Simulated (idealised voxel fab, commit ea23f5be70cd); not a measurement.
Herein follows the process module entitled voxel gate over fins.
Shown is cross-section cut, with a width of 280 nm and square cells of size 5 nm.
Cross-section, as written here: a square-cell grid given band by band from the top down, where a band holds one or more rows of cells. Band: top and bottom heights (nm) first, top before bottom; then materials from left to right, widths in nm. "everywhere" marks a sole material filling the band edge to edge. "empty" denotes empty space. Measure heights from 0. That's the level where, below it, the as-received wafer is all one material. The lowest band is bottomless and extends downward; write it as in "z 0 and below". Read "30->40" as a graded width: first number on top, second number at the bottom, same change between each pair of neighbouring rows. "no alterations made" after a step means that no cell of the cross-section changed. "Enclosed void catalog" enumerates empty spaces isolated from the top, with no open way to it, that contain at least 8 cells, giving each as width x height at distance from the left edge, all three in nm. If you see something after the settings on a step's line, that's the simulator's own remark about that step. "overlay nm" answers the question of how far to the right of plan the mask lay on a step that has a mask, and when it is negative the answer is to the left.

Steps in the process plan
- 1: RECEIVE,material Si
- 2: CONFORMAL_DEP,material SiN,thk nm 5
- 3: PATTERN,tone cover,mask id FINS,material resist,width nm 15,pitch nm 45,thk nm 20,overlay nm 0
- 4: DIRECTIONAL_ETCH,etch materials SiN,depth nm 5
- 5: DIRECTIONAL_ETCH,etch materials Si,depth nm 30
- 6: STRIP,etch materials resist
- 7: FILL_DEP,material SiO2,thk nm 5
- 8: CMP,height nm 5
- 9: SELECTIVE_ETCH,etch materials SiO2,depth nm 15
- 10: STRIP,etch materials SiN
- 11: CONFORMAL_DEP,material HfO2,thk nm 5
- 12: CONFORMAL_DEP,material TiN,thk nm 5
- 13: FILL_DEP,material W,thk nm 10
- 14: CMP,height nm 15
- 15: CONFORMAL_DEP,material SiCN,thk nm 5

As-received wafer cross-section (after step 1)
    z 0 and below | Si everywhere
    Enclosed void catalog: none

Starting wafer: above. Plan: above. Run: one mistake. Cross-section after the module: below
    z 20 to 15 | SiCN everywhere
    z 15 to 10 | W everywhere
    z 10 to 5 | 95 nm W  90 nm TiN  95 nm W
    z 5 to 0 | 95 nm W  5 nm TiN  35 nm HfO2  10 nm TiN  35 nm HfO2  5 nm TiN  95 nm W
    z 0 to -5 | 100 nm TiN  5 nm HfO2  25 nm Si  5 nm HfO2  10 nm TiN  5 nm HfO2  25 nm Si  5 nm HfO2  100 nm TiN
    z -5 to -10 | 105 nm HfO2  25 nm Si  20 nm HfO2  25 nm Si  105 nm HfO2
    z -10 to -30 | 105 nm SiO2  25 nm Si  20 nm SiO2  25 nm Si  105 nm SiO2
    z -30 and below | Si everywhere
    Enclosed void catalog: none
Deviation noted in wafer processing: step 3: run off-plan, actual operation and settings PATTERN,tone cover,mask id FINS,material resist,width nm 25,pitch nm 45,thk nm 20,overlay nm 0
